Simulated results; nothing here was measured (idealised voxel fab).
process module | voxel transistor to metal
cross-section cut | 210 nm wide | cells 5 nm
A cross-section is a grid of square cells, given in bands from the top down. A band is one or more rows of cells.
Each band's line starts with the height of the band's top and of its bottom, in nm. Then come its materials from left to right, each with its width in nm. One material with "throughout" fills the band from edge to edge. "air" is empty space.
Height 0 is the level under which the wafer as received is all one material. The lowest band goes on downwards, as in "0 down".
A width such as "30 to 40" changes by the same amount from each row of cells to the next, from the band's top row to its bottom row.
"no change" after a step means that no cell of the cross-section changed.
closed voids: empty space of 8 cells or more with no open way to the top, each as width x height at its distance from the left edge, in nm
after a step's settings: what the simulator itself notes on the step
overlay nm, on a step with a mask: how far to the right of its planned place the mask lay; to the left if negative
plan
1 op RECEIVE | material Si
2 op CONFORMAL_DEP | material SiO2 | thk nm 5
3 op CONFORMAL_DEP | material SiN | thk nm 10
4 op MASKED_ETCH | tone cover | mask id ACTIVE | width nm 110 | etch materials SiN | depth nm 10 | overlay nm 0
5 op MASKED_ETCH | tone cover | mask id ACTIVE | width nm 110 | etch materials SiO2 | depth nm 5 | overlay nm 0
6 op MASKED_ETCH | tone cover | mask id ACTIVE | width nm 110 | etch materials Si | depth nm 25 | overlay nm 0
7 op FILL_DEP | material SiO2 | thk nm 10
8 op CMP | height nm 15
9 op SELECTIVE_ETCH | etch materials SiO2 | depth nm 5
10 op STRIP | etch materials SiN
11 op SELECTIVE_ETCH | etch materials SiO2 | depth nm 5
12 op OXIDIZE | depth nm 5
13 op DIRECTIONAL_DEP | material polySi | thk nm 25
14 op DIRECTIONAL_DEP | material SiCN | thk nm 15
15 op MASKED_ETCH | tone cover | mask id GATE | width nm 30 | etch materials SiCN | depth nm 25 | overlay nm 0
16 op MASKED_ETCH | tone cover | mask id GATE | width nm 30 | etch materials polySi | depth nm 35 | overlay nm 0
17 op CONFORMAL_DEP | material SiN | thk nm 5
18 op DIRECTIONAL_ETCH | etch materials SiN | depth nm 5
19 op DIRECTIONAL_ETCH | etch materials SiO2 | depth nm 5
20 op DIRECTIONAL_ETCH | etch materials Si | depth nm 15
21 op EPI | material pSi | thk nm 15
22 op FILL_DEP | material SiO2 | thk nm 5
23 op CMP | height nm 25
24 op STRIP | etch materials polySi
25 op SELECTIVE_ETCH | etch materials SiO2 | depth nm 5
26 op CONFORMAL_DEP | material HfO2 | thk nm 5
27 op CONFORMAL_DEP | material TiN | thk nm 5
28 op FILL_DEP | material W | thk nm 5
29 op CMP | height nm 20
30 op DIRECTIONAL_DEP | material SiO2 | thk nm 15
31 op DIRECTIONAL_DEP | material aC | thk nm 15
32 op PATTERN | tone open | mask id CONTACT | material resist | width nm 15 | pitch nm 75 | thk nm 35 | overlay nm 0
33 op DIRECTIONAL_ETCH | etch materials aC | depth nm 15
34 op STRIP | etch materials resist
35 op DIRECTIONAL_ETCH | etch materials SiO2 | depth nm 40
36 op STRIP | etch materials aC
37 op CONFORMAL_DEP | material TiN | thk nm 5
38 op FILL_DEP | material Ru | thk nm 10
39 op CMP | height nm 35
40 op CONFORMAL_DEP | material SiCN | thk nm 5
41 op DIRECTIONAL_DEP | material lowk | thk nm 25
42 op MASKED_ETCH | tone open | mask id METAL_1 | width nm 15 | pitch nm 75 | etch materials lowk | depth nm 25 | overlay nm -15
43 op MASKED_ETCH | tone open | mask id METAL_1 | width nm 15 | pitch nm 75 | etch materials SiCN | depth nm 5 | overlay nm 0
44 op CONFORMAL_DEP | material TiN | thk nm 5
45 op FILL_DEP | material Cu | thk nm 10
46 op CMP | height nm 65
47 op CONFORMAL_DEP | material SiN | thk nm 5
varied across the wafers: overlay nm of step 42. The plan shows the first wafer's value. All wafers start alike
first wafer as received, after step 1
  0 down: Si throughout
  closed voids: none
first wafer at the end, after step 47
  70 to 65: SiN throughout
  65 to 45: lowk 45 | TiN 5 | Cu 5 | TiN 5 | lowk 60 | TiN 5 | Cu 5 | TiN 5 | lowk 75
  45 to 40: lowk 45 | TiN 15 | lowk 60 | TiN 15 | lowk 75
  40 to 35: SiCN throughout
  35 to 20: SiO2 60 | TiN 5 | Ru 5 | TiN 5 | SiO2 60 | TiN 5 | Ru 5 | TiN 5 | SiO2 60
  20 to 15: SiO2 60 | TiN 5 | Ru 5 | TiN 5 | SiO2 10 | SiN 5 | HfO2 5 | TiN 5 | W 10 | TiN 5 | HfO2 5 | SiN 5 | SiO2 10 | TiN 5 | Ru 5 | TiN 5 | SiO2 60
  15 to 10: SiO2 60 | TiN 15 | SiO2 10 | SiN 5 | HfO2 5 | TiN 5 | W 10 | TiN 5 | HfO2 5 | SiN 5 | SiO2 10 | TiN 15 | SiO2 60
  10 to 5: SiO2 60 | TiN 10 | pSi 15 | SiN 5 | HfO2 5 | TiN 5 | W 10 | TiN 5 | HfO2 5 | SiN 5 | pSi 15 | TiN 10 | SiO2 60
  5 to 0: SiO2 45 | SiN 5 | SiO2 10 | TiN 10 | pSi 15 | SiN 5 | HfO2 5 | TiN 20 | HfO2 5 | SiN 5 | pSi 15 | TiN 10 | SiO2 10 | SiN 5 | SiO2 45
  0 to -5: SiO2 60 | TiN 10 | pSi 15 | HfO2 40 | pSi 15 | TiN 10 | SiO2 60
  -5 to -20: SiO2 50 | pSi 35 | Si 40 | pSi 35 | SiO2 50
  -20 to -25: SiO2 50 | Si 110 | SiO2 50
  -25 down: Si throughout
  closed voids: none
last wafer at the end
  70 to 65: SiN throughout
  65 to 45: lowk 75 | TiN 5 | Cu 5 | TiN 5 | lowk 60 | TiN 5 | Cu 5 | TiN 5 | lowk 45
  45 to 40: lowk 75 | TiN 15 | lowk 60 | TiN 15 | lowk 45
  40 to 35: SiCN throughout
  35 to 20: SiO2 60 | TiN 5 | Ru 5 | TiN 5 | SiO2 60 | TiN 5 | Ru 5 | TiN 5 | SiO2 60
  20 to 15: SiO2 60 | TiN 5 | Ru 5 | TiN 5 | SiO2 10 | SiN 5 | HfO2 5 | TiN 5 | W 10 | TiN 5 | HfO2 5 | SiN 5 | SiO2 10 | TiN 5 | Ru 5 | TiN 5 | SiO2 60
  15 to 10: SiO2 60 | TiN 15 | SiO2 10 | SiN 5 | HfO2 5 | TiN 5 | W 10 | TiN 5 | HfO2 5 | SiN 5 | SiO2 10 | TiN 15 | SiO2 60
  10 to 5: SiO2 60 | TiN 10 | pSi 15 | SiN 5 | HfO2 5 | TiN 5 | W 10 | TiN 5 | HfO2 5 | SiN 5 | pSi 15 | TiN 10 | SiO2 60
  5 to 0: SiO2 45 | SiN 5 | SiO2 10 | TiN 10 | pSi 15 | SiN 5 | HfO2 5 | TiN 20 | HfO2 5 | SiN 5 | pSi 15 | TiN 10 | SiO2 10 | SiN 5 | SiO2 45
  0 to -5: SiO2 60 | TiN 10 | pSi 15 | HfO2 40 | pSi 15 | TiN 10 | SiO2 60
  -5 to -20: SiO2 50 | pSi 35 | Si 40 | pSi 35 | SiO2 50
  -20 to -25: SiO2 50 | Si 110 | SiO2 50
  -25 down: Si throughout
  closed voids: none
each wafer at the end: cells of each material gained (+) or lost (-) since it was received, then its closed voids
overlay nm -15 | +8 Cu | +16 HfO2 | +8 Ru | -164 Si | +42 SiCN | +52 SiN | +314 SiO2 | +66 TiN | +6 W | +180 lowk | +60 pSi | closed voids: none
overlay nm -10 | +8 Cu | +16 HfO2 | +8 Ru | -164 Si | +40 SiCN | +52 SiN | +314 SiO2 | +68 TiN | +6 W | +180 lowk | +60 pSi | closed voids: none
overlay nm -5 | +8 Cu | +16 HfO2 | +8 Ru | -164 Si | +38 SiCN | +52 SiN | +314 SiO2 | +70 TiN | +6 W | +180 lowk | +60 pSi | closed voids: none
overlay nm 0 | +10 Cu | +16 HfO2 | +8 Ru | -164 Si | +36 SiCN | +52 SiN | +314 SiO2 | +70 TiN | +6 W | +180 lowk | +60 pSi | closed voids: none
overlay nm 5 | +8 Cu | +16 HfO2 | +8 Ru | -164 Si | +38 SiCN | +52 SiN | +314 SiO2 | +70 TiN | +6 W | +180 lowk | +60 pSi | closed voids: none
overlay nm 10 | +8 Cu | +16 HfO2 | +8 Ru | -164 Si | +40 SiCN | +52 SiN | +314 SiO2 | +68 TiN | +6 W | +180 lowk | +60 pSi | closed voids: none
overlay nm 15 | +8 Cu | +16 HfO2 | +8 Ru | -164 Si | +42 SiCN | +52 SiN | +314 SiO2 | +66 TiN | +6 W | +180 lowk | +60 pSi | closed voids: none
